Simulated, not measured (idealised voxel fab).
The process module that follows is named voxel transistor to metal.
It is cross-section cut that appears here, measuring 190 nm in width, its square cells being 5 nm in size.
When this document writes out a cross-section, it uses a grid of square cells and lists it as bands, beginning at the top and moving down, with a band standing for one or more rows of cells. The band entry comprises the height of the band's top followed by the height of its bottom, expressed in nm, and subsequently the band's materials from left to right, each stated together with its width in nm. Where a single material is marked with the word "full width", that material fills the band from edge to edge. The word "empty" represents empty space. It should be noted that heights are counted from 0, beneath which the wafer as supplied is of one material throughout, and that the lowest band possesses no lower boundary but continues downward, as written in "z 0 and below". Per-row width for "30..40": begins at first number (top row of band), ends at second number (bottom row), increment between rows held constant. "nothing altered" -> step changed no cross-section cell. Empty spaces without an open route to the top, at least 8 cells in extent, make up the entry "Enclosed voids"; each is given as width x height at distance, where the distance is measured from the left edge, and all are in nm. Note: text after step settings on the step line = simulator remark on that step. overlay nm: how far to the right of its planned place the mask lay on this masked step (negative: to the left).

Steps planned for the process
1 RECEIVE: material Si
2 CONFORMAL_DEP: material SiO2, thk nm 5
3 CONFORMAL_DEP: material SiN, thk nm 10
4 DIRECTIONAL_DEP: material aC, thk nm 10
5 PATTERN: tone cover, mask id ACTIVE, material resist, width nm 115, thk nm 25, overlay nm 0
6 DIRECTIONAL_ETCH: etch materials aC, depth nm 10
7 STRIP: etch materials resist
8 DIRECTIONAL_ETCH: etch materials SiN, depth nm 10
9 DIRECTIONAL_ETCH: etch materials SiO2, depth nm 5
10 DIRECTIONAL_ETCH: etch materials Si, depth nm 35
11 STRIP: etch materials aC
12 FILL_DEP: material SiO2, thk nm 5
13 CMP: height nm 15
14 SELECTIVE_ETCH: etch materials SiO2, depth nm 10
15 STRIP: etch materials SiN
16 SELECTIVE_ETCH: etch materials SiO2, depth nm 5
17 OXIDIZE: depth nm 5
18 DIRECTIONAL_DEP: material polySi, thk nm 25
19 DIRECTIONAL_DEP: material SiCN, thk nm 10
20 MASKED_ETCH: tone cover, mask id GATE, width nm 25, etch materials SiCN, depth nm 20, overlay nm 0
21 MASKED_ETCH: tone cover, mask id GATE, width nm 25, etch materials polySi, depth nm 35, overlay nm 0
22 CONFORMAL_DEP: material SiN, thk nm 10
23 DIRECTIONAL_ETCH: etch materials SiN, depth nm 10
24 DIRECTIONAL_ETCH: etch materials SiO2, depth nm 5
25 EPI: material nSi, thk nm 5
26 FILL_DEP: material SiO2, thk nm 10
27 CMP: height nm 25
28 STRIP: etch materials polySi
29 SELECTIVE_ETCH: etch materials SiO2, depth nm 5
30 CONFORMAL_DEP: material HfO2, thk nm 5
31 CONFORMAL_DEP: material TiN, thk nm 5
32 FILL_DEP: material W, thk nm 5
33 CMP: height nm 20
34 DIRECTIONAL_DEP: material SiO2, thk nm 10
35 PATTERN: tone open, mask id CONTACT, material resist, width nm 20, pitch nm 75, thk nm 20, overlay nm 0
36 DIRECTIONAL_ETCH: etch materials SiO2, depth nm 30
37 STRIP: etch materials resist
38 CONFORMAL_DEP: material TiN, thk nm 5
39 FILL_DEP: material W, thk nm 10
40 CMP: height nm 30
41 DIRECTIONAL_DEP: material TiN, thk nm 5
42 DIRECTIONAL_DEP: material Ru, thk nm 15
43 PATTERN: tone cover, mask id METAL_1, material resist, width nm 20, pitch nm 75, thk nm 15, overlay nm 0
44 DIRECTIONAL_ETCH: etch materials Ru, depth nm 15
45 DIRECTIONAL_ETCH: etch materials TiN, depth nm 5
46 STRIP: etch materials resist
47 CONFORMAL_DEP: material SiN, thk nm 5
48 FILL_DEP: material lowk, thk nm 5
49 CMP: height nm 50
50 CONFORMAL_DEP: material SiN, thk nm 5

Run as planned: first of two wafers

Incoming wafer, cross-sectional view, post step 1
z 0 and below | Si full width
Enclosed voids: none

Wafer section view after processing step 2
z 5 to 0 | SiO2 full width
No changes below 0.

Wafer section view after processing step 3
z 15 to 5 | SiN full width
No changes below 5.

Wafer section view after processing step 4
z 25 to 15 | aC full width
No changes below 15.

Wafer section view after processing step 5
z 50 to 25 | 35 empty  115 resist  40 empty
No changes below 25.

Wafer section view after processing step 6
z 40 to 25 | 35 empty  115 resist  40 empty
z 25 to 15 | 35 empty  115 aC  40 empty
No changes below 15.

Wafer section view after processing step 7
z 25 to 15 | 35 empty  115 aC  40 empty
No changes below 15.

Wafer section view after processing step 8
z 25 to 15 | 35 empty  115 aC  40 empty
z 15 to 5 | 35 empty  115 SiN  40 empty
No changes below 5.

Wafer section view after processing step 9
z 25 to 15 | 35 empty  115 aC  40 empty
z 15 to 5 | 35 empty  115 SiN  40 empty
z 5 to 0 | 35 empty  115 SiO2  40 empty
No changes below 0.

Wafer section view after processing step 10
z 25 to 15 | 35 empty  115 aC  40 empty
z 15 to 5 | 35 empty  115 SiN  40 empty
z 5 to 0 | 35 empty  115 SiO2  40 empty
z 0 to -35 | 35 empty  115 Si  40 empty
No changes below -35.

Wafer section view after processing step 11
z 15 to 5 | 35 empty  115 SiN  40 empty
No changes below 5.

Wafer section view after processing step 12
z 20 to 15 | SiO2 full width
z 15 to 5 | 35 SiO2  115 SiN  40 SiO2
z 5 to 0 | SiO2 full width
z 0 to -35 | 35 SiO2  115 Si  40 SiO2
No changes below -35.

Wafer section view after processing step 13
z 15 to 5 | 35 SiO2  115 SiN  40 SiO2
No changes below 5.

Wafer section view after processing step 14
z 15 to 5 | 35 empty  115 SiN  40 empty
No changes below 5.

Wafer section view after processing step 15
z 5 to 0 | SiO2 full width
No changes below 0.

Wafer section view after processing step 16
z 0 to -35 | 35 SiO2  115 Si  40 SiO2
No changes below -35.

Wafer section view after processing step 17
z 0 to -5 | SiO2 full width
No changes below -5.

Wafer section view after processing step 18
z 25 to 0 | polySi full width
No changes below 0.

Wafer section view after processing step 19
z 35 to 25 | SiCN full width
No changes below 25.

Wafer section view after processing step 20
z 35 to 25 | 80 empty  25 SiCN  85 empty
No changes below 25.

Wafer section view after processing step 21
z 35 to 25 | 80 empty  25 SiCN  85 empty
z 25 to 0 | 80 empty  25 polySi  85 empty
No changes below 0.

Wafer section view after processing step 22
z 45 to 35 | 70 empty  45 SiN  75 empty
z 35 to 25 | 70 empty  10 SiN  25 SiCN  10 SiN  75 empty
z 25 to 10 | 70 empty  10 SiN  25 polySi  10 SiN  75 empty
z 10 to 0 | 80 SiN  25 polySi  85 SiN
No changes below 0.

Wafer section view after processing step 23
z 35 to 25 | 70 empty  10 SiN  25 SiCN  10 SiN  75 empty
z 25 to 0 | 70 empty  10 SiN  25 polySi  10 SiN  75 empty
No changes below 0.

Wafer section view after processing step 24
z 35 to 25 | 70 empty  10 SiN  25 SiCN  10 SiN  75 empty
z 25 to 0 | 70 empty  10 SiN  25 polySi  10 SiN  75 empty
z 0 to -5 | 70 empty  45 SiO2  75 empty
No changes below -5.

Wafer section view after processing step 25
z 35 to 25 | 70 empty  10 SiN  25 SiCN  10 SiN  75 empty
z 25 to 0 | 70 empty  10 SiN  25 polySi  10 SiN  75 empty
z 0 to -5 | 30 empty  40 nSi  45 SiO2  40 nSi  35 empty
No changes below -5.

Wafer section view after processing step 26
z 45 to 35 | SiO2 full width
z 35 to 25 | 70 SiO2  10 SiN  25 SiCN  10 SiN  75 SiO2
z 25 to 0 | 70 SiO2  10 SiN  25 polySi  10 SiN  75 SiO2
z 0 to -5 | 30 SiO2  40 nSi  45 SiO2  40 nSi  35 SiO2
No changes below -5.

Wafer section view after processing step 27
z 25 to 0 | 70 SiO2  10 SiN  25 polySi  10 SiN  75 SiO2
No changes below 0.

Wafer section view after processing step 28
z 25 to 0 | 70 SiO2  10 SiN  25 empty  10 SiN  75 SiO2
No changes below 0.

Wafer section view after processing step 29
z 25 to 20 | 70 empty  10 SiN  25 empty  10 SiN  75 empty
z 20 to 0 | 70 SiO2  10 SiN  25 empty  10 SiN  75 SiO2
z 0 to -5 | 30 SiO2  40 nSi  5 SiO2  35 empty  5 SiO2  40 nSi  35 SiO2
No changes below -5.

Wafer section view after processing step 30
z 30 to 25 | 65 empty  20 HfO2  15 empty  20 HfO2  70 empty
z 25 to 20 | 70 HfO2  10 SiN  5 HfO2  15 empty  5 HfO2  10 SiN  75 HfO2
z 20 to 0 | 70 SiO2  10 SiN  5 HfO2  15 empty  5 HfO2  10 SiN  75 SiO2
z 0 to -5 | 30 SiO2  40 nSi  5 SiO2  35 HfO2  5 SiO2  40 nSi  35 SiO2
No changes below -5.

Wafer section view after processing step 31
z 35 to 30 | 60 empty  30 TiN  5 empty  30 TiN  65 empty
z 30 to 25 | 65 TiN  20 HfO2  5 TiN  5 empty  5 TiN  20 HfO2  70 TiN
z 25 to 20 | 70 HfO2  10 SiN  5 HfO2  5 TiN  5 empty  5 TiN  5 HfO2  10 SiN  75 HfO2
z 20 to 5 | 70 SiO2  10 SiN  5 HfO2  5 TiN  5 empty  5 TiN  5 HfO2  10 SiN  75 SiO2
z 5 to 0 | 70 SiO2  10 SiN  5 HfO2  15 TiN  5 HfO2  10 SiN  75 SiO2
No changes below 0.

Wafer section view after processing step 32
z 40 to 35 | W full width
z 35 to 30 | 60 W  30 TiN  5 W  30 TiN  65 W
z 30 to 25 | 65 TiN  20 HfO2  5 TiN  5 W  5 TiN  20 HfO2  70 TiN
z 25 to 20 | 70 HfO2  10 SiN  5 HfO2  5 TiN  5 W  5 TiN  5 HfO2  10 SiN  75 HfO2
z 20 to 5 | 70 SiO2  10 SiN  5 HfO2  5 TiN  5 W  5 TiN  5 HfO2  10 SiN  75 SiO2
No changes below 5.

Wafer section view after processing step 33
z 20 to 5 | 70 SiO2  10 SiN  5 HfO2  5 TiN  5 W  5 TiN  5 HfO2  10 SiN  75 SiO2
No changes below 5.

Wafer section view after processing step 34
z 30 to 20 | SiO2 full width
No changes below 20.

Wafer section view after processing step 35
z 50 to 30 | 45 resist  20 empty  55 resist  20 empty  50 resist
No changes below 30.

Wafer section view after processing step 36
z 50 to 30 | 45 resist  20 empty  55 resist  20 empty  50 resist
z 30 to 20 | 45 SiO2  20 empty  55 SiO2  20 empty  50 SiO2
z 20 to 5 | 45 SiO2  20 empty  5 SiO2  10 SiN  5 HfO2  5 TiN  5 W  5 TiN  5 HfO2  10 SiN  5 SiO2  20 empty  50 SiO2
z 5 to 0 | 45 SiO2  20 empty  5 SiO2  10 SiN  5 HfO2  15 TiN  5 HfO2  10 SiN  5 SiO2  20 empty  50 SiO2
No changes below 0.

Wafer section view after processing step 37
z 30 to 20 | 45 SiO2  20 empty  55 SiO2  20 empty  50 SiO2
No changes below 20.

Wafer section view after processing step 38
z 35 to 30 | 50 TiN  10 empty  65 TiN  10 empty  55 TiN
z 30 to 20 | 45 SiO2  5 TiN  10 empty  5 TiN  55 SiO2  5 TiN  10 empty  5 TiN  50 SiO2
z 20 to 5 | 45 SiO2  5 TiN  10 empty  5 TiN  5 SiO2  10 SiN  5 HfO2  5 TiN  5 W  5 TiN  5 HfO2  10 SiN  5 SiO2  5 TiN  10 empty  5 TiN  50 SiO2
z 5 to 0 | 45 SiO2  20 TiN  5 SiO2  10 SiN  5 HfO2  15 TiN  5 HfO2  10 SiN  5 SiO2  20 TiN  50 SiO2
No changes below 0.

Wafer section view after processing step 39
z 45 to 35 | W full width
z 35 to 30 | 50 TiN  10 W  65 TiN  10 W  55 TiN
z 30 to 20 | 45 SiO2  5 TiN  10 W  5 TiN  55 SiO2  5 TiN  10 W  5 TiN  50 SiO2
z 20 to 5 | 45 SiO2  5 TiN  10 W  5 TiN  5 SiO2  10 SiN  5 HfO2  5 TiN  5 W  5 TiN  5 HfO2  10 SiN  5 SiO2  5 TiN  10 W  5 TiN  50 SiO2
No changes below 5.

Wafer section view after processing step 40
z 30 to 20 | 45 SiO2  5 TiN  10 W  5 TiN  55 SiO2  5 TiN  10 W  5 TiN  50 SiO2
No changes below 20.

Wafer section view after processing step 41
z 35 to 30 | TiN full width
No changes below 30.

Wafer section view after processing step 42
z 50 to 35 | Ru full width
No changes below 35.

Wafer section view after processing step 43
z 65 to 50 | 45 empty  20 resist  55 empty  20 resist  50 empty
No changes below 50.

Wafer section view after processing step 44
z 65 to 50 | 45 empty  20 resist  55 empty  20 resist  50 empty
z 50 to 35 | 45 empty  20 Ru  55 empty  20 Ru  50 empty
No changes below 35.

Wafer section view after processing step 45
z 65 to 50 | 45 empty  20 resist  55 empty  20 resist  50 empty
z 50 to 35 | 45 empty  20 Ru  55 empty  20 Ru  50 empty
z 35 to 30 | 45 empty  20 TiN  55 empty  20 TiN  50 empty
No changes below 30.

Wafer section view after processing step 46
z 50 to 35 | 45 empty  20 Ru  55 empty  20 Ru  50 empty
No changes below 35.

Wafer section view after processing step 47
z 55 to 50 | 40 empty  30 SiN  45 empty  30 SiN  45 empty
z 50 to 35 | 40 empty  5 SiN  20 Ru  5 SiN  45 empty  5 SiN  20 Ru  5 SiN  45 empty
z 35 to 30 | 45 SiN  20 TiN  55 SiN  20 TiN  50 SiN
No changes below 30.

Wafer section view after processing step 48
z 60 to 55 | lowk full width
z 55 to 50 | 40 lowk  30 SiN  45 lowk  30 SiN  45 lowk
z 50 to 35 | 40 lowk  5 SiN  20 Ru  5 SiN  45 lowk  5 SiN  20 Ru  5 SiN  45 lowk
No changes below 35.

Wafer section view after processing step 49
z 50 to 35 | 40 lowk  5 SiN  20 Ru  5 SiN  45 lowk  5 SiN  20 Ru  5 SiN  45 lowk
No changes below 35.

Wafer section view after processing step 50
z 55 to 50 | SiN full width
No changes below 50.

Wafer two of two - same starting point, same process plan, one mistake in execution; matches wafer one up to and including step 4

Cross-section of the second wafer at the time step 5 of the plan should have ended
z 50 to 25 | 40 empty  105 resist  45 empty
No changes below 25.

Cross-section of the second wafer at the time step 6 of the plan should have ended
z 40 to 25 | 40 empty  105 resist  45 empty
z 25 to 15 | 40 empty  105 aC  45 empty
No changes below 15.

Cross-section of the second wafer at the time step 7 of the plan should have ended
z 25 to 15 | 40 empty  105 aC  45 empty
No changes below 15.

Cross-section of the second wafer at the time step 8 of the plan should have ended
z 25 to 15 | 40 empty  105 aC  45 empty
z 15 to 5 | 40 empty  105 SiN  45 empty
No changes below 5.

Cross-section of the second wafer at the time step 9 of the plan should have ended
z 25 to 15 | 40 empty  105 aC  45 empty
z 15 to 5 | 40 empty  105 SiN  45 empty
z 5 to 0 | 40 empty  105 SiO2  45 empty
No changes below 0.

Cross-section of the second wafer at the time step 10 of the plan should have ended
z 25 to 15 | 40 empty  105 aC  45 empty
z 15 to 5 | 40 empty  105 SiN  45 empty
z 5 to 0 | 40 empty  105 SiO2  45 empty
z 0 to -35 | 40 empty  105 Si  45 empty
No changes below -35.

Cross-section of the second wafer at the time step 11 of the plan should have ended
z 15 to 5 | 40 empty  105 SiN  45 empty
No changes below 5.

Cross-section of the second wafer at the time step 12 of the plan should have ended
z 20 to 15 | SiO2 full width
z 15 to 5 | 40 SiO2  105 SiN  45 SiO2
z 5 to 0 | SiO2 full width
z 0 to -35 | 40 SiO2  105 Si  45 SiO2
No changes below -35.

Cross-section of the second wafer at the time step 13 of the plan should have ended
z 15 to 5 | 40 SiO2  105 SiN  45 SiO2
No changes below 5.

Cross-section of the second wafer at the time step 14 of the plan should have ended
z 15 to 5 | 40 empty  105 SiN  45 empty
No changes below 5.

Cross-section of the second wafer at the time step 15 of the plan should have ended
z 5 to 0 | SiO2 full width
No changes below 0.

Cross-section of the second wafer at the time step 16 of the plan should have ended
z 0 to -35 | 40 SiO2  105 Si  45 SiO2
No changes below -35.

Cross-section of the second wafer at the time step 17 of the plan should have ended
z 0 to -5 | SiO2 full width
No changes below -5.

Cross-section of the second wafer at the time step 18 of the plan should have ended
z 25 to 0 | polySi full width
No changes below 0.

Cross-section of the second wafer at the time step 19 of the plan should have ended
z 35 to 25 | SiCN full width
No changes below 25.

Cross-section of the second wafer at the time step 20 of the plan should have ended
z 35 to 25 | 80 empty  25 SiCN  85 empty
No changes below 25.

Cross-section of the second wafer at the time step 21 of the plan should have ended
z 35 to 25 | 80 empty  25 SiCN  85 empty
z 25 to 0 | 80 empty  25 polySi  85 empty
No changes below 0.

Cross-section of the second wafer at the time step 22 of the plan should have ended
z 45 to 35 | 70 empty  45 SiN  75 empty
z 35 to 25 | 70 empty  10 SiN  25 SiCN  10 SiN  75 empty
z 25 to 10 | 70 empty  10 SiN  25 polySi  10 SiN  75 empty
z 10 to 0 | 80 SiN  25 polySi  85 SiN
No changes below 0.

Cross-section of the second wafer at the time step 23 of the plan should have ended
z 35 to 25 | 70 empty  10 SiN  25 SiCN  10 SiN  75 empty
z 25 to 0 | 70 empty  10 SiN  25 polySi  10 SiN  75 empty
No changes below 0.

Cross-section of the second wafer at the time step 24 of the plan should have ended
z 35 to 25 | 70 empty  10 SiN  25 SiCN  10 SiN  75 empty
z 25 to 0 | 70 empty  10 SiN  25 polySi  10 SiN  75 empty
z 0 to -5 | 70 empty  45 SiO2  75 empty
No changes below -5.

Cross-section of the second wafer at the time step 25 of the plan should have ended
z 35 to 25 | 70 empty  10 SiN  25 SiCN  10 SiN  75 empty
z 25 to 0 | 70 empty  10 SiN  25 polySi  10 SiN  75 empty
z 0 to -5 | 35 empty  35 nSi  45 SiO2  35 nSi  40 empty
No changes below -5.

Cross-section of the second wafer at the time step 26 of the plan should have ended
z 45 to 35 | SiO2 full width
z 35 to 25 | 70 SiO2  10 SiN  25 SiCN  10 SiN  75 SiO2
z 25 to 0 | 70 SiO2  10 SiN  25 polySi  10 SiN  75 SiO2
z 0 to -5 | 35 SiO2  35 nSi  45 SiO2  35 nSi  40 SiO2
No changes below -5.

Cross-section of the second wafer at the time step 27 of the plan should have ended
z 25 to 0 | 70 SiO2  10 SiN  25 polySi  10 SiN  75 SiO2
No changes below 0.

Cross-section of the second wafer at the time step 28 of the plan should have ended
z 25 to 0 | 70 SiO2  10 SiN  25 empty  10 SiN  75 SiO2
No changes below 0.

Cross-section of the second wafer at the time step 29 of the plan should have ended
z 25 to 20 | 70 empty  10 SiN  25 empty  10 SiN  75 empty
z 20 to 0 | 70 SiO2  10 SiN  25 empty  10 SiN  75 SiO2
z 0 to -5 | 35 SiO2  35 nSi  5 SiO2  35 empty  5 SiO2  35 nSi  40 SiO2
No changes below -5.

Cross-section of the second wafer at the time step 30 of the plan should have ended
z 30 to 25 | 65 empty  20 HfO2  15 empty  20 HfO2  70 empty
z 25 to 20 | 70 HfO2  10 SiN  5 HfO2  15 empty  5 HfO2  10 SiN  75 HfO2
z 20 to 0 | 70 SiO2  10 SiN  5 HfO2  15 empty  5 HfO2  10 SiN  75 SiO2
z 0 to -5 | 35 SiO2  35 nSi  5 SiO2  35 HfO2  5 SiO2  35 nSi  40 SiO2
No changes below -5.

Cross-section of the second wafer at the time step 31 of the plan should have ended
z 35 to 30 | 60 empty  30 TiN  5 empty  30 TiN  65 empty
z 30 to 25 | 65 TiN  20 HfO2  5 TiN  5 empty  5 TiN  20 HfO2  70 TiN
z 25 to 20 | 70 HfO2  10 SiN  5 HfO2  5 TiN  5 empty  5 TiN  5 HfO2  10 SiN  75 HfO2
z 20 to 5 | 70 SiO2  10 SiN  5 HfO2  5 TiN  5 empty  5 TiN  5 HfO2  10 SiN  75 SiO2
z 5 to 0 | 70 SiO2  10 SiN  5 HfO2  15 TiN  5 HfO2  10 SiN  75 SiO2
No changes below 0.

Cross-section of the second wafer at the time step 32 of the plan should have ended
z 40 to 35 | W full width
z 35 to 30 | 60 W  30 TiN  5 W  30 TiN  65 W
z 30 to 25 | 65 TiN  20 HfO2  5 TiN  5 W  5 TiN  20 HfO2  70 TiN
z 25 to 20 | 70 HfO2  10 SiN  5 HfO2  5 TiN  5 W  5 TiN  5 HfO2  10 SiN  75 HfO2
z 20 to 5 | 70 SiO2  10 SiN  5 HfO2  5 TiN  5 W  5 TiN  5 HfO2  10 SiN  75 SiO2
No changes below 5.

Cross-section of the second wafer at the time step 33 of the plan should have ended
z 20 to 5 | 70 SiO2  10 SiN  5 HfO2  5 TiN  5 W  5 TiN  5 HfO2  10 SiN  75 SiO2
No changes below 5.

Cross-section of the second wafer at the time step 34 of the plan should have ended
z 30 to 20 | SiO2 full width
No changes below 20.

Cross-section of the second wafer at the time step 35 of the plan should have ended
z 50 to 30 | 45 resist  20 empty  55 resist  20 empty  50 resist
No changes below 30.

Cross-section of the second wafer at the time step 36 of the plan should have ended
z 50 to 30 | 45 resist  20 empty  55 resist  20 empty  50 resist
z 30 to 20 | 45 SiO2  20 empty  55 SiO2  20 empty  50 SiO2
z 20 to 5 | 45 SiO2  20 empty  5 SiO2  10 SiN  5 HfO2  5 TiN  5 W  5 TiN  5 HfO2  10 SiN  5 SiO2  20 empty  50 SiO2
z 5 to 0 | 45 SiO2  20 empty  5 SiO2  10 SiN  5 HfO2  15 TiN  5 HfO2  10 SiN  5 SiO2  20 empty  50 SiO2
No changes below 0.

Cross-section of the second wafer at the time step 37 of the plan should have ended
z 30 to 20 | 45 SiO2  20 empty  55 SiO2  20 empty  50 SiO2
No changes below 20.

Cross-section of the second wafer at the time step 38 of the plan should have ended
z 35 to 30 | 50 TiN  10 empty  65 TiN  10 empty  55 TiN
z 30 to 20 | 45 SiO2  5 TiN  10 empty  5 TiN  55 SiO2  5 TiN  10 empty  5 TiN  50 SiO2
z 20 to 5 | 45 SiO2  5 TiN  10 empty  5 TiN  5 SiO2  10 SiN  5 HfO2  5 TiN  5 W  5 TiN  5 HfO2  10 SiN  5 SiO2  5 TiN  10 empty  5 TiN  50 SiO2
z 5 to 0 | 45 SiO2  20 TiN  5 SiO2  10 SiN  5 HfO2  15 TiN  5 HfO2  10 SiN  5 SiO2  20 TiN  50 SiO2
No changes below 0.

Cross-section of the second wafer at the time step 39 of the plan should have ended
z 45 to 35 | W full width
z 35 to 30 | 50 TiN  10 W  65 TiN  10 W  55 TiN
z 30 to 20 | 45 SiO2  5 TiN  10 W  5 TiN  55 SiO2  5 TiN  10 W  5 TiN  50 SiO2
z 20 to 5 | 45 SiO2  5 TiN  10 W  5 TiN  5 SiO2  10 SiN  5 HfO2  5 TiN  5 W  5 TiN  5 HfO2  10 SiN  5 SiO2  5 TiN  10 W  5 TiN  50 SiO2
No changes below 5.

Cross-section of the second wafer at the time step 40 of the plan should have ended
z 30 to 20 | 45 SiO2  5 TiN  10 W  5 TiN  55 SiO2  5 TiN  10 W  5 TiN  50 SiO2
No changes below 20.

Cross-section of the second wafer at the time step 41 of the plan should have ended
z 35 to 30 | TiN full width
No changes below 30.

Cross-section of the second wafer at the time step 42 of the plan should have ended
z 50 to 35 | Ru full width
No changes below 35.

Cross-section of the second wafer at the time step 43 of the plan should have ended
z 65 to 50 | 45 empty  20 resist  55 empty  20 resist  50 empty
No changes below 50.

Cross-section of the second wafer at the time step 44 of the plan should have ended
z 65 to 50 | 45 empty  20 resist  55 empty  20 resist  50 empty
z 50 to 35 | 45 empty  20 Ru  55 empty  20 Ru  50 empty
No changes below 35.

Cross-section of the second wafer at the time step 45 of the plan should have ended
z 65 to 50 | 45 empty  20 resist  55 empty  20 resist  50 empty
z 50 to 35 | 45 empty  20 Ru  55 empty  20 Ru  50 empty
z 35 to 30 | 45 empty  20 TiN  55 empty  20 TiN  50 empty
No changes below 30.

Cross-section of the second wafer at the time step 46 of the plan should have ended
z 50 to 35 | 45 empty  20 Ru  55 empty  20 Ru  50 empty
No changes below 35.

Cross-section of the second wafer at the time step 47 of the plan should have ended
z 55 to 50 | 40 empty  30 SiN  45 empty  30 SiN  45 empty
z 50 to 35 | 40 empty  5 SiN  20 Ru  5 SiN  45 empty  5 SiN  20 Ru  5 SiN  45 empty
z 35 to 30 | 45 SiN  20 TiN  55 SiN  20 TiN  50 SiN
No changes below 30.

Cross-section of the second wafer at the time step 48 of the plan should have ended
z 60 to 55 | lowk full width
z 55 to 50 | 40 lowk  30 SiN  45 lowk  30 SiN  45 lowk
z 50 to 35 | 40 lowk  5 SiN  20 Ru  5 SiN  45 lowk  5 SiN  20 Ru  5 SiN  45 lowk
No changes below 35.

Cross-section of the second wafer at the time step 49 of the plan should have ended
z 50 to 35 | 40 lowk  5 SiN  20 Ru  5 SiN  45 lowk  5 SiN  20 Ru  5 SiN  45 lowk
No changes below 35.

Cross-section of the second wafer at the time step 50 of the plan should have ended
z 55 to 50 | SiN full width
No changes below 50.
Which mistake was made when the wafer was run? step 5: run off-plan, actual operation and settings PATTERN: tone cover, mask id ACTIVE, material resist, width nm 105, thk nm 25, overlay nm 0
The closing comparison, in cells, has the second wafer with more or fewer of some materials than the first: -12 Si, +14 SiO2, -2 nSi
